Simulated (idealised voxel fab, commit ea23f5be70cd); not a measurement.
Documented hereafter: the process module known as voxel air gaps.
Pictured: cross-section cut, 240 nm wide, on a grid of 5 nm square cells.
Cross-section = grid of square cells, listed top down in bands; band = one or more rows.
What a band's entry tells you: where the top is and where the bottom is, as heights in nm, and after that what lies inside, material by material from left to right, each with its width in nm. Empty space is written as the word "air", and a single material marked with the word "all across" occupies the band from edge to edge.
Heights are expressed relative to 0, this being the level below which the as-received wafer comprises one material exclusively. The lowest band is unbounded in the downward direction and is denoted as in "0 -> down".
Quick explanation for "30 to 40": the width changes in equal steps down the rows of cells, from the first number in the band's top row to the second number in its bottom row.
"nothing was modified" (step): cross-section cells unchanged, all of them.
Closed empty spaces (no open way to the top) of 8 cells or more are what "Sealed internal voids" lists, each as width x height at distance from the left edge, nm for all three.
Whatever follows a step's settings on its line is a remark the simulator itself makes about that step.
For masked steps, "overlay nm" on the step line gives how far right of plan the mask actually lay; a minus sign means it lay to the left.

THE PROCESS STEPS THAT WERE PLANNED ARE LISTED BELOW
1 RECEIVE (material Si)
2 CONFORMAL_DEP (material SiO2; thk nm 15)
3 CONFORMAL_DEP (material SiCN; thk nm 5)
4 DIRECTIONAL_DEP (material SiO2; thk nm 40)
5 PATTERN (tone open; mask id LINES; material resist; width nm 15; pitch nm 40; thk nm 20; overlay nm 0)
6 DIRECTIONAL_ETCH (etch materials SiO2; depth nm 40)
7 STRIP (etch materials resist)
8 CONFORMAL_DEP (material TiN; thk nm 5)
9 FILL_DEP (material Cu; thk nm 5)
10 CMP (height nm 60)
11 EPI (material Ru; thk nm 10)
12 SELECTIVE_ETCH (etch materials SiO2; depth nm 50)
13 CONFORMAL_DEP (material SiCN; thk nm 5)

OF TWO WAFERS, THE FIRST: RUN ACCORDING TO PLAN

HERE'S WHAT THE WAFER LOOKED LIKE IN CROSS-SECTION WHEN IT ARRIVED - THAT'S AFTER STEP 1
	0 -> down  Si all across
	Sealed internal voids: none

YOU'RE LOOKING AT A CROSS-SECTION OF THE WAFER AFTER STEP 2
	15 -> 0  SiO2 all across
	Heights below 0 show no change.

YOU'RE LOOKING AT A CROSS-SECTION OF THE WAFER AFTER STEP 3
	20 -> 15  SiCN all across
	Heights below 15 show no change.

YOU'RE LOOKING AT A CROSS-SECTION OF THE WAFER AFTER STEP 4
	60 -> 20  SiO2 all across
	Heights below 20 show no change.

YOU'RE LOOKING AT A CROSS-SECTION OF THE WAFER AFTER STEP 5
	80 -> 60  50 resist, then 15 air, then 25 resist, then 15 air, then 25 resist, then 15 air, then 25 resist, then 15 air, then 55 resist
	Heights below 60 show no change.

YOU'RE LOOKING AT A CROSS-SECTION OF THE WAFER AFTER STEP 6
	80 -> 60  50 resist, then 15 air, then 25 resist, then 15 air, then 25 resist, then 15 air, then 25 resist, then 15 air, then 55 resist
	60 -> 20  50 SiO2, then 15 air, then 25 SiO2, then 15 air, then 25 SiO2, then 15 air, then 25 SiO2, then 15 air, then 55 SiO2
	Heights below 20 show no change.

YOU'RE LOOKING AT A CROSS-SECTION OF THE WAFER AFTER STEP 7
	60 -> 20  50 SiO2, then 15 air, then 25 SiO2, then 15 air, then 25 SiO2, then 15 air, then 25 SiO2, then 15 air, then 55 SiO2
	Heights below 20 show no change.

YOU'RE LOOKING AT A CROSS-SECTION OF THE WAFER AFTER STEP 8
	65 -> 60  55 TiN, then 5 air, then 35 TiN, then 5 air, then 35 TiN, then 5 air, then 35 TiN, then 5 air, then 60 TiN
	60 -> 25  50 SiO2, then 5 TiN, then 5 air, then 5 TiN, then 25 SiO2, then 5 TiN, then 5 air, then 5 TiN, then 25 SiO2, then 5 TiN, then 5 air, then 5 TiN, then 25 SiO2, then 5 TiN, then 5 air, then 5 TiN, then 55 SiO2
	25 -> 20  50 SiO2, then 15 TiN, then 25 SiO2, then 15 TiN, then 25 SiO2, then 15 TiN, then 25 SiO2, then 15 TiN, then 55 SiO2
	Heights below 20 show no change.

YOU'RE LOOKING AT A CROSS-SECTION OF THE WAFER AFTER STEP 9
	70 -> 65  Cu all across
	65 -> 60  55 TiN, then 5 Cu, then 35 TiN, then 5 Cu, then 35 TiN, then 5 Cu, then 35 TiN, then 5 Cu, then 60 TiN
	60 -> 25  50 SiO2, then 5 TiN, then 5 Cu, then 5 TiN, then 25 SiO2, then 5 TiN, then 5 Cu, then 5 TiN, then 25 SiO2, then 5 TiN, then 5 Cu, then 5 TiN, then 25 SiO2, then 5 TiN, then 5 Cu, then 5 TiN, then 55 SiO2
	Heights below 25 show no change.

YOU'RE LOOKING AT A CROSS-SECTION OF THE WAFER AFTER STEP 10
	60 -> 25  50 SiO2, then 5 TiN, then 5 Cu, then 5 TiN, then 25 SiO2, then 5 TiN, then 5 Cu, then 5 TiN, then 25 SiO2, then 5 TiN, then 5 Cu, then 5 TiN, then 25 SiO2, then 5 TiN, then 5 Cu, then 5 TiN, then 55 SiO2
	Heights below 25 show no change.

YOU'RE LOOKING AT A CROSS-SECTION OF THE WAFER AFTER STEP 11
	70 -> 60  40 air, then 35 Ru, then 5 air, then 35 Ru, then 5 air, then 35 Ru, then 5 air, then 35 Ru, then 45 air
	Heights below 60 show no change.

YOU'RE LOOKING AT A CROSS-SECTION OF THE WAFER AFTER STEP 12
	70 -> 60  40 air, then 35 Ru, then 5 air, then 35 Ru, then 5 air, then 35 Ru, then 5 air, then 35 Ru, then 45 air
	60 -> 25  50 air, then 5 TiN, then 5 Cu, then 5 TiN, then 25 air, then 5 TiN, then 5 Cu, then 5 TiN, then 25 air, then 5 TiN, then 5 Cu, then 5 TiN, then 25 air, then 5 TiN, then 5 Cu, then 5 TiN, then 55 air
	25 -> 20  50 air, then 15 TiN, then 25 air, then 15 TiN, then 25 air, then 15 TiN, then 25 air, then 15 TiN, then 55 air
	Heights below 20 show no change.

YOU'RE LOOKING AT A CROSS-SECTION OF THE WAFER AFTER STEP 13
	75 -> 70  35 air, then 165 SiCN, then 40 air
	70 -> 60  35 air, then 5 SiCN, then 35 Ru, then 5 SiCN, then 35 Ru, then 5 SiCN, then 35 Ru, then 5 SiCN, then 35 Ru, then 5 SiCN, then 40 air
	60 -> 55  35 air, then 15 SiCN, then 5 TiN, then 5 Cu, then 5 TiN, then 25 SiCN, then 5 TiN, then 5 Cu, then 5 TiN, then 25 SiCN, then 5 TiN, then 5 Cu, then 5 TiN, then 25 SiCN, then 5 TiN, then 5 Cu, then 5 TiN, then 15 SiCN, then 40 air
	55 -> 25  45 air, then 5 SiCN, then 5 TiN, then 5 Cu, then 5 TiN, then 5 SiCN, then 15 air, then 5 SiCN, then 5 TiN, then 5 Cu, then 5 TiN, then 5 SiCN, then 15 air, then 5 SiCN, then 5 TiN, then 5 Cu, then 5 TiN, then 5 SiCN, then 15 air, then 5 SiCN, then 5 TiN, then 5 Cu, then 5 TiN, then 5 SiCN, then 50 air
	25 -> 20  50 SiCN, then 15 TiN, then 25 SiCN, then 15 TiN, then 25 SiCN, then 15 TiN, then 25 SiCN, then 15 TiN, then 55 SiCN
	Heights below 20 show no change.
	Sealed internal voids: 15 x 30 at 70; 15 x 30 at 110; 15 x 30 at 150

SECOND WAFER, SAME STARTING STATE AND PLAN AS THE FIRST, ONE MISTAKE IN THE RUN, IDENTICAL THROUGH STEP 10

SECOND WAFER, SECTION VIEW, TIME POINT: SCHEDULED END OF STEP 11
	60 -> 25  50 air, then 5 TiN, then 5 Cu, then 5 TiN, then 25 air, then 5 TiN, then 5 Cu, then 5 TiN, then 25 air, then 5 TiN, then 5 Cu, then 5 TiN, then 25 air, then 5 TiN, then 5 Cu, then 5 TiN, then 55 air
	25 -> 20  50 air, then 15 TiN, then 25 air, then 15 TiN, then 25 air, then 15 TiN, then 25 air, then 15 TiN, then 55 air
	Heights below 20 show no change.

SECOND WAFER, SECTION VIEW, TIME POINT: SCHEDULED END OF STEP 12
	70 -> 60  40 air, then 35 Ru, then 5 air, then 35 Ru, then 5 air, then 35 Ru, then 5 air, then 35 Ru, then 45 air
	60 -> 25  40 air, then 10 Ru, then 5 TiN, then 5 Cu, then 5 TiN, then 10 Ru, then 5 air, then 10 Ru, then 5 TiN, then 5 Cu, then 5 TiN, then 10 Ru, then 5 air, then 10 Ru, then 5 TiN, then 5 Cu, then 5 TiN, then 10 Ru, then 5 air, then 10 Ru, then 5 TiN, then 5 Cu, then 5 TiN, then 10 Ru, then 45 air
	25 -> 20  40 air, then 10 Ru, then 15 TiN, then 10 Ru, then 5 air, then 10 Ru, then 15 TiN, then 10 Ru, then 5 air, then 10 Ru, then 15 TiN, then 10 Ru, then 5 air, then 10 Ru, then 15 TiN, then 10 Ru, then 45 air
	Heights below 20 show no change.

SECOND WAFER, SECTION VIEW, TIME POINT: SCHEDULED END OF STEP 13
	75 -> 70  35 air, then 165 SiCN, then 40 air
	70 -> 60  35 air, then 5 SiCN, then 35 Ru, then 5 SiCN, then 35 Ru, then 5 SiCN, then 35 Ru, then 5 SiCN, then 35 Ru, then 5 SiCN, then 40 air
	60 -> 25  35 air, then 5 SiCN, then 10 Ru, then 5 TiN, then 5 Cu, then 5 TiN, then 10 Ru, then 5 SiCN, then 10 Ru, then 5 TiN, then 5 Cu, then 5 TiN, then 10 Ru, then 5 SiCN, then 10 Ru, then 5 TiN, then 5 Cu, then 5 TiN, then 10 Ru, then 5 SiCN, then 10 Ru, then 5 TiN, then 5 Cu, then 5 TiN, then 10 Ru, then 5 SiCN, then 40 air
	25 -> 20  40 SiCN, then 10 Ru, then 15 TiN, then 10 Ru, then 5 SiCN, then 10 Ru, then 15 TiN, then 10 Ru, then 5 SiCN, then 10 Ru, then 15 TiN, then 10 Ru, then 5 SiCN, then 10 Ru, then 15 TiN, then 10 Ru, then 45 SiCN
	Heights below 20 show no change.
Heads up, the wafer didn't run the way we planned it: steps 11 and 12 were swapped
Cell-count delta at end, second wafer over first, by material: Ru: 128 more, SiCN: 50 fewer
Closed void count at end of process - first wafer: 3; second wafer: 0.
